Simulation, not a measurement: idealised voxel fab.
Documented hereafter: the process module known as voxel wiring stack.
The cross-section shown here is cut; it is 165 nm wide and divided into square cells measuring 5 nm on a side.
We lay out every cross-section as a grid of square cells and spell it out in bands from the top down, where one band means one or more rows of cells. The band entry comprises the height of the band's top followed by the height of its bottom, expressed in nm, and subsequently the band's materials from left to right, each stated together with its width in nm. Where a single material is marked with the word "all across", that material fills the band from edge to edge. The word "blank" represents empty space. A quick word on heights: they are counted from 0, and under that level the wafer as it came to us is one material throughout. The lowest band is different from the rest in having no bottom; it simply continues downward, written as in "0 down". Think of "30->40" as a width that walks from the first number to the second as you go down the band, top row to bottom row, taking equal-sized steps from row to row. "nothing different" (step): cross-section cells unchanged, all of them. Entry "Closed void roster" = empty spaces >= 8 cells with no open way to the top; each as width x height at distance, distance from left edge, all nm. Whatever follows a step's settings on its line is a remark the simulator itself makes about that step. The optional step-line setting "overlay nm" applies to steps with a mask and quantifies how far to the right of its planned location the mask lay, a negative value indicating leftward placement.

THE STEPS PLANNED FOR THE PROCESS ARE AS FOLLOWS
1) RECEIVE | material Si
2) CONFORMAL_DEP | material SiO2 | thk nm 15
3) CONFORMAL_DEP | material SiCN | thk nm 5
4) DIRECTIONAL_DEP | material lowk | thk nm 25
5) DIRECTIONAL_DEP | material aC | thk nm 10
6) PATTERN | tone open | mask id METAL_1 | material resist | width nm 25 | pitch nm 40 | thk nm 25 | overlay nm 0
7) DIRECTIONAL_ETCH | etch materials aC | depth nm 10
8) STRIP | etch materials resist
9) DIRECTIONAL_ETCH | etch materials lowk | depth nm 25
10) DIRECTIONAL_ETCH | etch materials SiCN | depth nm 5
11) STRIP | etch materials aC
12) CONFORMAL_DEP | material TiN | thk nm 5
13) FILL_DEP | material Cu | thk nm 10
14) CMP | height nm 45
15) CONFORMAL_DEP | material SiCN | thk nm 5
16) DIRECTIONAL_DEP | material SiO2 | thk nm 20
17) PATTERN | tone open | mask id PLUG_1 | material resist | width nm 15 | pitch nm 40 | thk nm 15 | overlay nm 0
18) DIRECTIONAL_ETCH | etch materials SiO2 | depth nm 20
19) DIRECTIONAL_ETCH | etch materials SiCN | depth nm 5
20) STRIP | etch materials resist
21) EPI | material Ru | thk nm 10
22) EPI | material Ru | thk nm 10
23) EPI | material Ru | thk nm 5
24) CONFORMAL_DEP | material SiCN | thk nm 5
25) DIRECTIONAL_DEP | material SiO2 | thk nm 20
26) DIRECTIONAL_DEP | material aC | thk nm 10
27) PATTERN | tone open | mask id METAL_2 | material resist | width nm 25 | pitch nm 40 | thk nm 25 | overlay nm 0
28) DIRECTIONAL_ETCH | etch materials aC | depth nm 10
29) STRIP | etch materials resist
30) DIRECTIONAL_ETCH | etch materials SiO2 | depth nm 20
31) DIRECTIONAL_ETCH | etch materials SiCN | depth nm 5
32) STRIP | etch materials aC
33) CONFORMAL_DEP | material TiN | thk nm 5
34) FILL_DEP | material W | thk nm 10
35) CMP | height nm 95
36) CONFORMAL_DEP | material SiN | thk nm 5

ON THE FIRST OF THE TWO WAFERS: RUN CONDUCTED ACCORDING TO PLAN

SHOWN IN CROSS-SECTION IS THE WAFER AS RECEIVED, THAT IS, AS IT STANDS AFTER STEP 1
	0 down | Si all across
	Closed void roster: none

THE WAFER IN CROSS-SECTION ONCE STEP 2 IS COMPLETE
	15 to 0 | SiO2 all across
	Rest of section, below 0: as before.

THE WAFER IN CROSS-SECTION ONCE STEP 3 IS COMPLETE
	20 to 15 | SiCN all across
	Rest of section, below 15: as before.

THE WAFER IN CROSS-SECTION ONCE STEP 4 IS COMPLETE
	45 to 20 | lowk all across
	Rest of section, below 20: as before.

THE WAFER IN CROSS-SECTION ONCE STEP 5 IS COMPLETE
	55 to 45 | aC all across
	Rest of section, below 45: as before.

THE WAFER IN CROSS-SECTION ONCE STEP 6 IS COMPLETE
	80 to 55 | 30 nm resist; 25 nm blank; 15 nm resist; 25 nm blank; 15 nm resist; 25 nm blank; 30 nm resist
	Rest of section, below 55: as before.

THE WAFER IN CROSS-SECTION ONCE STEP 7 IS COMPLETE
	70 to 55 | 30 nm resist; 25 nm blank; 15 nm resist; 25 nm blank; 15 nm resist; 25 nm blank; 30 nm resist
	55 to 45 | 30 nm aC; 25 nm blank; 15 nm aC; 25 nm blank; 15 nm aC; 25 nm blank; 30 nm aC
	Rest of section, below 45: as before.

THE WAFER IN CROSS-SECTION ONCE STEP 8 IS COMPLETE
	55 to 45 | 30 nm aC; 25 nm blank; 15 nm aC; 25 nm blank; 15 nm aC; 25 nm blank; 30 nm aC
	Rest of section, below 45: as before.

THE WAFER IN CROSS-SECTION ONCE STEP 9 IS COMPLETE
	55 to 45 | 30 nm aC; 25 nm blank; 15 nm aC; 25 nm blank; 15 nm aC; 25 nm blank; 30 nm aC
	45 to 20 | 30 nm lowk; 25 nm blank; 15 nm lowk; 25 nm blank; 15 nm lowk; 25 nm blank; 30 nm lowk
	Rest of section, below 20: as before.

THE WAFER IN CROSS-SECTION ONCE STEP 10 IS COMPLETE
	55 to 45 | 30 nm aC; 25 nm blank; 15 nm aC; 25 nm blank; 15 nm aC; 25 nm blank; 30 nm aC
	45 to 20 | 30 nm lowk; 25 nm blank; 15 nm lowk; 25 nm blank; 15 nm lowk; 25 nm blank; 30 nm lowk
	20 to 15 | 30 nm SiCN; 25 nm blank; 15 nm SiCN; 25 nm blank; 15 nm SiCN; 25 nm blank; 30 nm SiCN
	Rest of section, below 15: as before.

THE WAFER IN CROSS-SECTION ONCE STEP 11 IS COMPLETE
	45 to 20 | 30 nm lowk; 25 nm blank; 15 nm lowk; 25 nm blank; 15 nm lowk; 25 nm blank; 30 nm lowk
	Rest of section, below 20: as before.

THE WAFER IN CROSS-SECTION ONCE STEP 12 IS COMPLETE
	50 to 45 | 35 nm TiN; 15 nm blank; 25 nm TiN; 15 nm blank; 25 nm TiN; 15 nm blank; 35 nm TiN
	45 to 20 | 30 nm lowk; 5 nm TiN; 15 nm blank; 5 nm TiN; 15 nm lowk; 5 nm TiN; 15 nm blank; 5 nm TiN; 15 nm lowk; 5 nm TiN; 15 nm blank; 5 nm TiN; 30 nm lowk
	20 to 15 | 30 nm SiCN; 25 nm TiN; 15 nm SiCN; 25 nm TiN; 15 nm SiCN; 25 nm TiN; 30 nm SiCN
	Rest of section, below 15: as before.

THE WAFER IN CROSS-SECTION ONCE STEP 13 IS COMPLETE
	60 to 50 | Cu all across
	50 to 45 | 35 nm TiN; 15 nm Cu; 25 nm TiN; 15 nm Cu; 25 nm TiN; 15 nm Cu; 35 nm TiN
	45 to 20 | 30 nm lowk; 5 nm TiN; 15 nm Cu; 5 nm TiN; 15 nm lowk; 5 nm TiN; 15 nm Cu; 5 nm TiN; 15 nm lowk; 5 nm TiN; 15 nm Cu; 5 nm TiN; 30 nm lowk
	Rest of section, below 20: as before.

THE WAFER IN CROSS-SECTION ONCE STEP 14 IS COMPLETE
	45 to 20 | 30 nm lowk; 5 nm TiN; 15 nm Cu; 5 nm TiN; 15 nm lowk; 5 nm TiN; 15 nm Cu; 5 nm TiN; 15 nm lowk; 5 nm TiN; 15 nm Cu; 5 nm TiN; 30 nm lowk
	Rest of section, below 20: as before.

THE WAFER IN CROSS-SECTION ONCE STEP 15 IS COMPLETE
	50 to 45 | SiCN all across
	Rest of section, below 45: as before.

THE WAFER IN CROSS-SECTION ONCE STEP 16 IS COMPLETE
	70 to 50 | SiO2 all across
	Rest of section, below 50: as before.

THE WAFER IN CROSS-SECTION ONCE STEP 17 IS COMPLETE
	85 to 70 | 30 nm resist; 15 nm blank; 25 nm resist; 15 nm blank; 25 nm resist; 15 nm blank; 40 nm resist
	Rest of section, below 70: as before.

THE WAFER IN CROSS-SECTION ONCE STEP 18 IS COMPLETE
	85 to 70 | 30 nm resist; 15 nm blank; 25 nm resist; 15 nm blank; 25 nm resist; 15 nm blank; 40 nm resist
	70 to 50 | 30 nm SiO2; 15 nm blank; 25 nm SiO2; 15 nm blank; 25 nm SiO2; 15 nm blank; 40 nm SiO2
	Rest of section, below 50: as before.

THE WAFER IN CROSS-SECTION ONCE STEP 19 IS COMPLETE
	85 to 70 | 30 nm resist; 15 nm blank; 25 nm resist; 15 nm blank; 25 nm resist; 15 nm blank; 40 nm resist
	70 to 50 | 30 nm SiO2; 15 nm blank; 25 nm SiO2; 15 nm blank; 25 nm SiO2; 15 nm blank; 40 nm SiO2
	50 to 45 | 30 nm SiCN; 15 nm blank; 25 nm SiCN; 15 nm blank; 25 nm SiCN; 15 nm blank; 40 nm SiCN
	Rest of section, below 45: as before.

THE WAFER IN CROSS-SECTION ONCE STEP 20 IS COMPLETE
	70 to 50 | 30 nm SiO2; 15 nm blank; 25 nm SiO2; 15 nm blank; 25 nm SiO2; 15 nm blank; 40 nm SiO2
	Rest of section, below 50: as before.

THE WAFER IN CROSS-SECTION ONCE STEP 21 IS COMPLETE
	70 to 55 | 30 nm SiO2; 15 nm blank; 25 nm SiO2; 15 nm blank; 25 nm SiO2; 15 nm blank; 40 nm SiO2
	55 to 50 | 30 nm SiO2; 15 nm Ru; 25 nm SiO2; 15 nm Ru; 25 nm SiO2; 15 nm Ru; 40 nm SiO2
	50 to 45 | 30 nm SiCN; 15 nm Ru; 25 nm SiCN; 15 nm Ru; 25 nm SiCN; 15 nm Ru; 40 nm SiCN
	Rest of section, below 45: as before.

THE WAFER IN CROSS-SECTION ONCE STEP 22 IS COMPLETE
	70 to 65 | 30 nm SiO2; 15 nm blank; 25 nm SiO2; 15 nm blank; 25 nm SiO2; 15 nm blank; 40 nm SiO2
	65 to 50 | 30 nm SiO2; 15 nm Ru; 25 nm SiO2; 15 nm Ru; 25 nm SiO2; 15 nm Ru; 40 nm SiO2
	Rest of section, below 50: as before.

THE WAFER IN CROSS-SECTION ONCE STEP 23 IS COMPLETE
	70 to 50 | 30 nm SiO2; 15 nm Ru; 25 nm SiO2; 15 nm Ru; 25 nm SiO2; 15 nm Ru; 40 nm SiO2
	Rest of section, below 50: as before.

THE WAFER IN CROSS-SECTION ONCE STEP 24 IS COMPLETE
	75 to 70 | SiCN all across
	Rest of section, below 70: as before.

THE WAFER IN CROSS-SECTION ONCE STEP 25 IS COMPLETE
	95 to 75 | SiO2 all across
	Rest of section, below 75: as before.

THE WAFER IN CROSS-SECTION ONCE STEP 26 IS COMPLETE
	105 to 95 | aC all across
	Rest of section, below 95: as before.

THE WAFER IN CROSS-SECTION ONCE STEP 27 IS COMPLETE
	130 to 105 | 30 nm resist; 25 nm blank; 15 nm resist; 25 nm blank; 15 nm resist; 25 nm blank; 30 nm resist
	Rest of section, below 105: as before.

THE WAFER IN CROSS-SECTION ONCE STEP 28 IS COMPLETE
	120 to 105 | 30 nm resist; 25 nm blank; 15 nm resist; 25 nm blank; 15 nm resist; 25 nm blank; 30 nm resist
	105 to 95 | 30 nm aC; 25 nm blank; 15 nm aC; 25 nm blank; 15 nm aC; 25 nm blank; 30 nm aC
	Rest of section, below 95: as before.

THE WAFER IN CROSS-SECTION ONCE STEP 29 IS COMPLETE
	105 to 95 | 30 nm aC; 25 nm blank; 15 nm aC; 25 nm blank; 15 nm aC; 25 nm blank; 30 nm aC
	Rest of section, below 95: as before.

THE WAFER IN CROSS-SECTION ONCE STEP 30 IS COMPLETE
	105 to 95 | 30 nm aC; 25 nm blank; 15 nm aC; 25 nm blank; 15 nm aC; 25 nm blank; 30 nm aC
	95 to 75 | 30 nm SiO2; 25 nm blank; 15 nm SiO2; 25 nm blank; 15 nm SiO2; 25 nm blank; 30 nm SiO2
	Rest of section, below 75: as before.

THE WAFER IN CROSS-SECTION ONCE STEP 31 IS COMPLETE
	105 to 95 | 30 nm aC; 25 nm blank; 15 nm aC; 25 nm blank; 15 nm aC; 25 nm blank; 30 nm aC
	95 to 75 | 30 nm SiO2; 25 nm blank; 15 nm SiO2; 25 nm blank; 15 nm SiO2; 25 nm blank; 30 nm SiO2
	75 to 70 | 30 nm SiCN; 25 nm blank; 15 nm SiCN; 25 nm blank; 15 nm SiCN; 25 nm blank; 30 nm SiCN
	Rest of section, below 70: as before.

THE WAFER IN CROSS-SECTION ONCE STEP 32 IS COMPLETE
	95 to 75 | 30 nm SiO2; 25 nm blank; 15 nm SiO2; 25 nm blank; 15 nm SiO2; 25 nm blank; 30 nm SiO2
	Rest of section, below 75: as before.

THE WAFER IN CROSS-SECTION ONCE STEP 33 IS COMPLETE
	100 to 95 | 35 nm TiN; 15 nm blank; 25 nm TiN; 15 nm blank; 25 nm TiN; 15 nm blank; 35 nm TiN
	95 to 75 | 30 nm SiO2; 5 nm TiN; 15 nm blank; 5 nm TiN; 15 nm SiO2; 5 nm TiN; 15 nm blank; 5 nm TiN; 15 nm SiO2; 5 nm TiN; 15 nm blank; 5 nm TiN; 30 nm SiO2
	75 to 70 | 30 nm SiCN; 25 nm TiN; 15 nm SiCN; 25 nm TiN; 15 nm SiCN; 25 nm TiN; 30 nm SiCN
	Rest of section, below 70: as before.

THE WAFER IN CROSS-SECTION ONCE STEP 34 IS COMPLETE
	110 to 100 | W all across
	100 to 95 | 35 nm TiN; 15 nm W; 25 nm TiN; 15 nm W; 25 nm TiN; 15 nm W; 35 nm TiN
	95 to 75 | 30 nm SiO2; 5 nm TiN; 15 nm W; 5 nm TiN; 15 nm SiO2; 5 nm TiN; 15 nm W; 5 nm TiN; 15 nm SiO2; 5 nm TiN; 15 nm W; 5 nm TiN; 30 nm SiO2
	Rest of section, below 75: as before.

THE WAFER IN CROSS-SECTION ONCE STEP 35 IS COMPLETE
	95 to 75 | 30 nm SiO2; 5 nm TiN; 15 nm W; 5 nm TiN; 15 nm SiO2; 5 nm TiN; 15 nm W; 5 nm TiN; 15 nm SiO2; 5 nm TiN; 15 nm W; 5 nm TiN; 30 nm SiO2
	Rest of section, below 75: as before.

THE WAFER IN CROSS-SECTION ONCE STEP 36 IS COMPLETE
	100 to 95 | SiN all across
	Rest of section, below 95: as before.

WAFER TWO: LIKE WAFER ONE IN START AND PLAN, BUT WITH ONE MISTAKE IN EXECUTION; IDENTICAL UP TO AND INCLUDING STEP 11

HERE IS THE SECOND WAFER IN CROSS-SECTION AT THE POINT WHERE STEP 12 OF THE PLAN SHOULD HAVE BEEN DONE
	50 to 45 | 35 nm W; 15 nm blank; 25 nm W; 15 nm blank; 25 nm W; 15 nm blank; 35 nm W
	45 to 20 | 30 nm lowk; 5 nm W; 15 nm blank; 5 nm W; 15 nm lowk; 5 nm W; 15 nm blank; 5 nm W; 15 nm lowk; 5 nm W; 15 nm blank; 5 nm W; 30 nm lowk
	20 to 15 | 30 nm SiCN; 25 nm W; 15 nm SiCN; 25 nm W; 15 nm SiCN; 25 nm W; 30 nm SiCN
	Rest of section, below 15: as before.

HERE IS THE SECOND WAFER IN CROSS-SECTION AT THE POINT WHERE STEP 13 OF THE PLAN SHOULD HAVE BEEN DONE
	60 to 50 | Cu all across
	50 to 45 | 35 nm W; 15 nm Cu; 25 nm W; 15 nm Cu; 25 nm W; 15 nm Cu; 35 nm W
	45 to 20 | 30 nm lowk; 5 nm W; 15 nm Cu; 5 nm W; 15 nm lowk; 5 nm W; 15 nm Cu; 5 nm W; 15 nm lowk; 5 nm W; 15 nm Cu; 5 nm W; 30 nm lowk
	Rest of section, below 20: as before.

HERE IS THE SECOND WAFER IN CROSS-SECTION AT THE POINT WHERE STEP 14 OF THE PLAN SHOULD HAVE BEEN DONE
	45 to 20 | 30 nm lowk; 5 nm W; 15 nm Cu; 5 nm W; 15 nm lowk; 5 nm W; 15 nm Cu; 5 nm W; 15 nm lowk; 5 nm W; 15 nm Cu; 5 nm W; 30 nm lowk
	Rest of section, below 20: as before.

HERE IS THE SECOND WAFER IN CROSS-SECTION AT THE POINT WHERE STEP 15 OF THE PLAN SHOULD HAVE BEEN DONE
	50 to 45 | SiCN all across
	Rest of section, below 45: as before.

HERE IS THE SECOND WAFER IN CROSS-SECTION AT THE POINT WHERE STEP 16 OF THE PLAN SHOULD HAVE BEEN DONE
	70 to 50 | SiO2 all across
	Rest of section, below 50: as before.

HERE IS THE SECOND WAFER IN CROSS-SECTION AT THE POINT WHERE STEP 17 OF THE PLAN SHOULD HAVE BEEN DONE
	85 to 70 | 30 nm resist; 15 nm blank; 25 nm resist; 15 nm blank; 25 nm resist; 15 nm blank; 40 nm resist
	Rest of section, below 70: as before.

HERE IS THE SECOND WAFER IN CROSS-SECTION AT THE POINT WHERE STEP 18 OF THE PLAN SHOULD HAVE BEEN DONE
	85 to 70 | 30 nm resist; 15 nm blank; 25 nm resist; 15 nm blank; 25 nm resist; 15 nm blank; 40 nm resist
	70 to 50 | 30 nm SiO2; 15 nm blank; 25 nm SiO2; 15 nm blank; 25 nm SiO2; 15 nm blank; 40 nm SiO2
	Rest of section, below 50: as before.

HERE IS THE SECOND WAFER IN CROSS-SECTION AT THE POINT WHERE STEP 19 OF THE PLAN SHOULD HAVE BEEN DONE
	85 to 70 | 30 nm resist; 15 nm blank; 25 nm resist; 15 nm blank; 25 nm resist; 15 nm blank; 40 nm resist
	70 to 50 | 30 nm SiO2; 15 nm blank; 25 nm SiO2; 15 nm blank; 25 nm SiO2; 15 nm blank; 40 nm SiO2
	50 to 45 | 30 nm SiCN; 15 nm blank; 25 nm SiCN; 15 nm blank; 25 nm SiCN; 15 nm blank; 40 nm SiCN
	Rest of section, below 45: as before.

HERE IS THE SECOND WAFER IN CROSS-SECTION AT THE POINT WHERE STEP 20 OF THE PLAN SHOULD HAVE BEEN DONE
	70 to 50 | 30 nm SiO2; 15 nm blank; 25 nm SiO2; 15 nm blank; 25 nm SiO2; 15 nm blank; 40 nm SiO2
	Rest of section, below 50: as before.

HERE IS THE SECOND WAFER IN CROSS-SECTION AT THE POINT WHERE STEP 21 OF THE PLAN SHOULD HAVE BEEN DONE
	70 to 55 | 30 nm SiO2; 15 nm blank; 25 nm SiO2; 15 nm blank; 25 nm SiO2; 15 nm blank; 40 nm SiO2
	55 to 50 | 30 nm SiO2; 15 nm Ru; 25 nm SiO2; 15 nm Ru; 25 nm SiO2; 15 nm Ru; 40 nm SiO2
	50 to 45 | 30 nm SiCN; 15 nm Ru; 25 nm SiCN; 15 nm Ru; 25 nm SiCN; 15 nm Ru; 40 nm SiCN
	Rest of section, below 45: as before.

HERE IS THE SECOND WAFER IN CROSS-SECTION AT THE POINT WHERE STEP 22 OF THE PLAN SHOULD HAVE BEEN DONE
	70 to 65 | 30 nm SiO2; 15 nm blank; 25 nm SiO2; 15 nm blank; 25 nm SiO2; 15 nm blank; 40 nm SiO2
	65 to 50 | 30 nm SiO2; 15 nm Ru; 25 nm SiO2; 15 nm Ru; 25 nm SiO2; 15 nm Ru; 40 nm SiO2
	Rest of section, below 50: as before.

HERE IS THE SECOND WAFER IN CROSS-SECTION AT THE POINT WHERE STEP 23 OF THE PLAN SHOULD HAVE BEEN DONE
	70 to 50 | 30 nm SiO2; 15 nm Ru; 25 nm SiO2; 15 nm Ru; 25 nm SiO2; 15 nm Ru; 40 nm SiO2
	Rest of section, below 50: as before.

HERE IS THE SECOND WAFER IN CROSS-SECTION AT THE POINT WHERE STEP 24 OF THE PLAN SHOULD HAVE BEEN DONE
	75 to 70 | SiCN all across
	Rest of section, below 70: as before.

HERE IS THE SECOND WAFER IN CROSS-SECTION AT THE POINT WHERE STEP 25 OF THE PLAN SHOULD HAVE BEEN DONE
	95 to 75 | SiO2 all across
	Rest of section, below 75: as before.

HERE IS THE SECOND WAFER IN CROSS-SECTION AT THE POINT WHERE STEP 26 OF THE PLAN SHOULD HAVE BEEN DONE
	105 to 95 | aC all across
	Rest of section, below 95: as before.

HERE IS THE SECOND WAFER IN CROSS-SECTION AT THE POINT WHERE STEP 27 OF THE PLAN SHOULD HAVE BEEN DONE
	130 to 105 | 30 nm resist; 25 nm blank; 15 nm resist; 25 nm blank; 15 nm resist; 25 nm blank; 30 nm resist
	Rest of section, below 105: as before.

HERE IS THE SECOND WAFER IN CROSS-SECTION AT THE POINT WHERE STEP 28 OF THE PLAN SHOULD HAVE BEEN DONE
	120 to 105 | 30 nm resist; 25 nm blank; 15 nm resist; 25 nm blank; 15 nm resist; 25 nm blank; 30 nm resist
	105 to 95 | 30 nm aC; 25 nm blank; 15 nm aC; 25 nm blank; 15 nm aC; 25 nm blank; 30 nm aC
	Rest of section, below 95: as before.

HERE IS THE SECOND WAFER IN CROSS-SECTION AT THE POINT WHERE STEP 29 OF THE PLAN SHOULD HAVE BEEN DONE
	105 to 95 | 30 nm aC; 25 nm blank; 15 nm aC; 25 nm blank; 15 nm aC; 25 nm blank; 30 nm aC
	Rest of section, below 95: as before.

HERE IS THE SECOND WAFER IN CROSS-SECTION AT THE POINT WHERE STEP 30 OF THE PLAN SHOULD HAVE BEEN DONE
	105 to 95 | 30 nm aC; 25 nm blank; 15 nm aC; 25 nm blank; 15 nm aC; 25 nm blank; 30 nm aC
	95 to 75 | 30 nm SiO2; 25 nm blank; 15 nm SiO2; 25 nm blank; 15 nm SiO2; 25 nm blank; 30 nm SiO2
	Rest of section, below 75: as before.

HERE IS THE SECOND WAFER IN CROSS-SECTION AT THE POINT WHERE STEP 31 OF THE PLAN SHOULD HAVE BEEN DONE
	105 to 95 | 30 nm aC; 25 nm blank; 15 nm aC; 25 nm blank; 15 nm aC; 25 nm blank; 30 nm aC
	95 to 75 | 30 nm SiO2; 25 nm blank; 15 nm SiO2; 25 nm blank; 15 nm SiO2; 25 nm blank; 30 nm SiO2
	75 to 70 | 30 nm SiCN; 25 nm blank; 15 nm SiCN; 25 nm blank; 15 nm SiCN; 25 nm blank; 30 nm SiCN
	Rest of section, below 70: as before.

HERE IS THE SECOND WAFER IN CROSS-SECTION AT THE POINT WHERE STEP 32 OF THE PLAN SHOULD HAVE BEEN DONE
	95 to 75 | 30 nm SiO2; 25 nm blank; 15 nm SiO2; 25 nm blank; 15 nm SiO2; 25 nm blank; 30 nm SiO2
	Rest of section, below 75: as before.

HERE IS THE SECOND WAFER IN CROSS-SECTION AT THE POINT WHERE STEP 33 OF THE PLAN SHOULD HAVE BEEN DONE
	100 to 95 | 35 nm TiN; 15 nm blank; 25 nm TiN; 15 nm blank; 25 nm TiN; 15 nm blank; 35 nm TiN
	95 to 75 | 30 nm SiO2; 5 nm TiN; 15 nm blank; 5 nm TiN; 15 nm SiO2; 5 nm TiN; 15 nm blank; 5 nm TiN; 15 nm SiO2; 5 nm TiN; 15 nm blank; 5 nm TiN; 30 nm SiO2
	75 to 70 | 30 nm SiCN; 25 nm TiN; 15 nm SiCN; 25 nm TiN; 15 nm SiCN; 25 nm TiN; 30 nm SiCN
	Rest of section, below 70: as before.

HERE IS THE SECOND WAFER IN CROSS-SECTION AT THE POINT WHERE STEP 34 OF THE PLAN SHOULD HAVE BEEN DONE
	110 to 100 | W all across
	100 to 95 | 35 nm TiN; 15 nm W; 25 nm TiN; 15 nm W; 25 nm TiN; 15 nm W; 35 nm TiN
	95 to 75 | 30 nm SiO2; 5 nm TiN; 15 nm W; 5 nm TiN; 15 nm SiO2; 5 nm TiN; 15 nm W; 5 nm TiN; 15 nm SiO2; 5 nm TiN; 15 nm W; 5 nm TiN; 30 nm SiO2
	Rest of section, below 75: as before.

HERE IS THE SECOND WAFER IN CROSS-SECTION AT THE POINT WHERE STEP 35 OF THE PLAN SHOULD HAVE BEEN DONE
	95 to 75 | 30 nm SiO2; 5 nm TiN; 15 nm W; 5 nm TiN; 15 nm SiO2; 5 nm TiN; 15 nm W; 5 nm TiN; 15 nm SiO2; 5 nm TiN; 15 nm W; 5 nm TiN; 30 nm SiO2
	Rest of section, below 75: as before.

HERE IS THE SECOND WAFER IN CROSS-SECTION AT THE POINT WHERE STEP 36 OF THE PLAN SHOULD HAVE BEEN DONE
	100 to 95 | SiN all across
	Rest of section, below 95: as before.
what went wrong: step 12 was run on a setting that differed from the plan, and what really ran there is CONFORMAL_DEP | material W | thk nm 5
Once processing is complete, comparing cell counts shows that the second wafer has more or fewer of certain materials than the first: -45 TiN, +45 W
